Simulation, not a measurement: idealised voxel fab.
The process module presented herein is designated voxel tone inversion.
Cross-section cut: width 225 nm, square cells of 5 nm.
Throughout this document, each cross-section is represented as a grid of square cells and is presented as a sequence of bands enumerated from the top downward, where a band comprises one or more rows of cells. What a band's entry tells you: where the top is and where the bottom is, as heights in nm, and after that what lies inside, material by material from left to right, each with its width in nm. Empty space is written as the word "air", and a single material marked with the word "throughout" occupies the band from edge to edge. Below 0: as-received wafer, all one material; heights counted from there. Lowest band: no bottom, goes on down, written "0 nm and below". Width: "30->40" (first number = top row, second number = bottom row, same change from row to row of cells). It should be understood that the words "nothing changed", when stated for a given step, signify that the cross-section underwent no change in any of its cells during that step. Empty spaces without an open route to the top, at least 8 cells in extent, make up the entry "Closed cavity list"; each is given as width x height at distance, where the distance is measured from the left edge, and all are in nm. That trailing text on a step's line, after the settings, is the simulator's own remark on the step. What "overlay nm" on a step's line means: if the step has a mask, that mask lay this far to the right of its planned place, or, when the value is negative, to the left.

Process steps (planned):
1 op RECEIVE | material Si
2 op CONFORMAL_DEP | material SiCN | thk nm 10
3 op DIRECTIONAL_DEP | material aC | thk nm 15
4 op PATTERN | tone cover | mask id POSTS | material resist | width nm 20 | pitch nm 40 | thk nm 20 | overlay nm 0
5 op DIRECTIONAL_ETCH | etch materials aC | depth nm 15
6 op STRIP | etch materials resist
7 op FILL_DEP | material SiO2 | thk nm 10
8 op CMP | height nm 25
9 op STRIP | etch materials aC
10 op CONFORMAL_DEP | material TiN | thk nm 5
11 op FILL_DEP | material W | thk nm 10
12 op CMP | height nm 25
13 op CONFORMAL_DEP | material SiN | thk nm 5

On the first of the two wafers: run conducted according to plan:

Cross-section, incoming material, after step 1:
	0 nm and below  Si throughout
	Closed cavity list: none

Wafer xsec, post step 2:
	10 nm to 0 nm  SiCN throughout
	Beneath the level 0, the cross-section is identical to its previous state.

Wafer xsec, post step 3:
	25 nm to 10 nm  aC throughout
	Beneath the level 10, the cross-section is identical to its previous state.

Wafer xsec, post step 4:
	45 nm to 25 nm  40 nm air; 20 nm resist; 20 nm air; 20 nm resist; 20 nm air; 20 nm resist; 20 nm air; 20 nm resist; 45 nm air
	Beneath the level 25, the cross-section is identical to its previous state.

Wafer xsec, post step 5:
	30 nm to 25 nm  40 nm air; 20 nm resist; 20 nm air; 20 nm resist; 20 nm air; 20 nm resist; 20 nm air; 20 nm resist; 45 nm air
	25 nm to 10 nm  40 nm air; 20 nm aC; 20 nm air; 20 nm aC; 20 nm air; 20 nm aC; 20 nm air; 20 nm aC; 45 nm air
	Beneath the level 10, the cross-section is identical to its previous state.

Wafer xsec, post step 6:
	25 nm to 10 nm  40 nm air; 20 nm aC; 20 nm air; 20 nm aC; 20 nm air; 20 nm aC; 20 nm air; 20 nm aC; 45 nm air
	Beneath the level 10, the cross-section is identical to its previous state.

Wafer xsec, post step 7:
	35 nm to 25 nm  SiO2 throughout
	25 nm to 10 nm  40 nm SiO2; 20 nm aC; 20 nm SiO2; 20 nm aC; 20 nm SiO2; 20 nm aC; 20 nm SiO2; 20 nm aC; 45 nm SiO2
	Beneath the level 10, the cross-section is identical to its previous state.

Wafer xsec, post step 8:
	25 nm to 10 nm  40 nm SiO2; 20 nm aC; 20 nm SiO2; 20 nm aC; 20 nm SiO2; 20 nm aC; 20 nm SiO2; 20 nm aC; 45 nm SiO2
	Beneath the level 10, the cross-section is identical to its previous state.

Wafer xsec, post step 9:
	25 nm to 10 nm  40 nm SiO2; 20 nm air; 20 nm SiO2; 20 nm air; 20 nm SiO2; 20 nm air; 20 nm SiO2; 20 nm air; 45 nm SiO2
	Beneath the level 10, the cross-section is identical to its previous state.

Wafer xsec, post step 10:
	30 nm to 25 nm  45 nm TiN; 10 nm air; 30 nm TiN; 10 nm air; 30 nm TiN; 10 nm air; 30 nm TiN; 10 nm air; 50 nm TiN
	25 nm to 15 nm  40 nm SiO2; 5 nm TiN; 10 nm air; 5 nm TiN; 20 nm SiO2; 5 nm TiN; 10 nm air; 5 nm TiN; 20 nm SiO2; 5 nm TiN; 10 nm air; 5 nm TiN; 20 nm SiO2; 5 nm TiN; 10 nm air; 5 nm TiN; 45 nm SiO2
	15 nm to 10 nm  40 nm SiO2; 20 nm TiN; 20 nm SiO2; 20 nm TiN; 20 nm SiO2; 20 nm TiN; 20 nm SiO2; 20 nm TiN; 45 nm SiO2
	Beneath the level 10, the cross-section is identical to its previous state.

Wafer xsec, post step 11:
	40 nm to 30 nm  W throughout
	30 nm to 25 nm  45 nm TiN; 10 nm W; 30 nm TiN; 10 nm W; 30 nm TiN; 10 nm W; 30 nm TiN; 10 nm W; 50 nm TiN
	25 nm to 15 nm  40 nm SiO2; 5 nm TiN; 10 nm W; 5 nm TiN; 20 nm SiO2; 5 nm TiN; 10 nm W; 5 nm TiN; 20 nm SiO2; 5 nm TiN; 10 nm W; 5 nm TiN; 20 nm SiO2; 5 nm TiN; 10 nm W; 5 nm TiN; 45 nm SiO2
	Beneath the level 15, the cross-section is identical to its previous state.

Wafer xsec, post step 12:
	25 nm to 15 nm  40 nm SiO2; 5 nm TiN; 10 nm W; 5 nm TiN; 20 nm SiO2; 5 nm TiN; 10 nm W; 5 nm TiN; 20 nm SiO2; 5 nm TiN; 10 nm W; 5 nm TiN; 20 nm SiO2; 5 nm TiN; 10 nm W; 5 nm TiN; 45 nm SiO2
	Beneath the level 15, the cross-section is identical to its previous state.

Wafer xsec, post step 13:
	30 nm to 25 nm  SiN throughout
	Beneath the level 25, the cross-section is identical to its previous state.

Second wafer. Start and plan as for the first. One mistake made in running. Agrees with the first up to and including step 3:

Here is the second wafer in cross-section at the point where step 4 of the plan should have been done:
	45 nm to 25 nm  45 nm air; 20 nm resist; 20 nm air; 20 nm resist; 20 nm air; 20 nm resist; 20 nm air; 20 nm resist; 40 nm air
	Beneath the level 25, the cross-section is identical to its previous state.

Here is the second wafer in cross-section at the point where step 5 of the plan should have been done:
	30 nm to 25 nm  45 nm air; 20 nm resist; 20 nm air; 20 nm resist; 20 nm air; 20 nm resist; 20 nm air; 20 nm resist; 40 nm air
	25 nm to 10 nm  45 nm air; 20 nm aC; 20 nm air; 20 nm aC; 20 nm air; 20 nm aC; 20 nm air; 20 nm aC; 40 nm air
	Beneath the level 10, the cross-section is identical to its previous state.

Here is the second wafer in cross-section at the point where step 6 of the plan should have been done:
	25 nm to 10 nm  45 nm air; 20 nm aC; 20 nm air; 20 nm aC; 20 nm air; 20 nm aC; 20 nm air; 20 nm aC; 40 nm air
	Beneath the level 10, the cross-section is identical to its previous state.

Here is the second wafer in cross-section at the point where step 7 of the plan should have been done:
	35 nm to 25 nm  SiO2 throughout
	25 nm to 10 nm  45 nm SiO2; 20 nm aC; 20 nm SiO2; 20 nm aC; 20 nm SiO2; 20 nm aC; 20 nm SiO2; 20 nm aC; 40 nm SiO2
	Beneath the level 10, the cross-section is identical to its previous state.

Here is the second wafer in cross-section at the point where step 8 of the plan should have been done:
	25 nm to 10 nm  45 nm SiO2; 20 nm aC; 20 nm SiO2; 20 nm aC; 20 nm SiO2; 20 nm aC; 20 nm SiO2; 20 nm aC; 40 nm SiO2
	Beneath the level 10, the cross-section is identical to its previous state.

Here is the second wafer in cross-section at the point where step 9 of the plan should have been done:
	25 nm to 10 nm  45 nm SiO2; 20 nm air; 20 nm SiO2; 20 nm air; 20 nm SiO2; 20 nm air; 20 nm SiO2; 20 nm air; 40 nm SiO2
	Beneath the level 10, the cross-section is identical to its previous state.

Here is the second wafer in cross-section at the point where step 10 of the plan should have been done:
	30 nm to 25 nm  50 nm TiN; 10 nm air; 30 nm TiN; 10 nm air; 30 nm TiN; 10 nm air; 30 nm TiN; 10 nm air; 45 nm TiN
	25 nm to 15 nm  45 nm SiO2; 5 nm TiN; 10 nm air; 5 nm TiN; 20 nm SiO2; 5 nm TiN; 10 nm air; 5 nm TiN; 20 nm SiO2; 5 nm TiN; 10 nm air; 5 nm TiN; 20 nm SiO2; 5 nm TiN; 10 nm air; 5 nm TiN; 40 nm SiO2
	15 nm to 10 nm  45 nm SiO2; 20 nm TiN; 20 nm SiO2; 20 nm TiN; 20 nm SiO2; 20 nm TiN; 20 nm SiO2; 20 nm TiN; 40 nm SiO2
	Beneath the level 10, the cross-section is identical to its previous state.

Here is the second wafer in cross-section at the point where step 11 of the plan should have been done:
	40 nm to 30 nm  W throughout
	30 nm to 25 nm  50 nm TiN; 10 nm W; 30 nm TiN; 10 nm W; 30 nm TiN; 10 nm W; 30 nm TiN; 10 nm W; 45 nm TiN
	25 nm to 15 nm  45 nm SiO2; 5 nm TiN; 10 nm W; 5 nm TiN; 20 nm SiO2; 5 nm TiN; 10 nm W; 5 nm TiN; 20 nm SiO2; 5 nm TiN; 10 nm W; 5 nm TiN; 20 nm SiO2; 5 nm TiN; 10 nm W; 5 nm TiN; 40 nm SiO2
	Beneath the level 15, the cross-section is identical to its previous state.

Here is the second wafer in cross-section at the point where step 12 of the plan should have been done:
	25 nm to 15 nm  45 nm SiO2; 5 nm TiN; 10 nm W; 5 nm TiN; 20 nm SiO2; 5 nm TiN; 10 nm W; 5 nm TiN; 20 nm SiO2; 5 nm TiN; 10 nm W; 5 nm TiN; 20 nm SiO2; 5 nm TiN; 10 nm W; 5 nm TiN; 40 nm SiO2
	Beneath the level 15, the cross-section is identical to its previous state.

Here is the second wafer in cross-section at the point where step 13 of the plan should have been done:
	30 nm to 25 nm  SiN throughout
	Beneath the level 25, the cross-section is identical to its previous state.
Plan not followed: step 4: run off-plan, actual operation and settings op PATTERN | tone cover | mask id POSTS | material resist | width nm 20 | pitch nm 40 | thk nm 20 | overlay nm 5
Tallied in cells, the final second wafer holds each material in the same quantity as the first, although not at the same places.
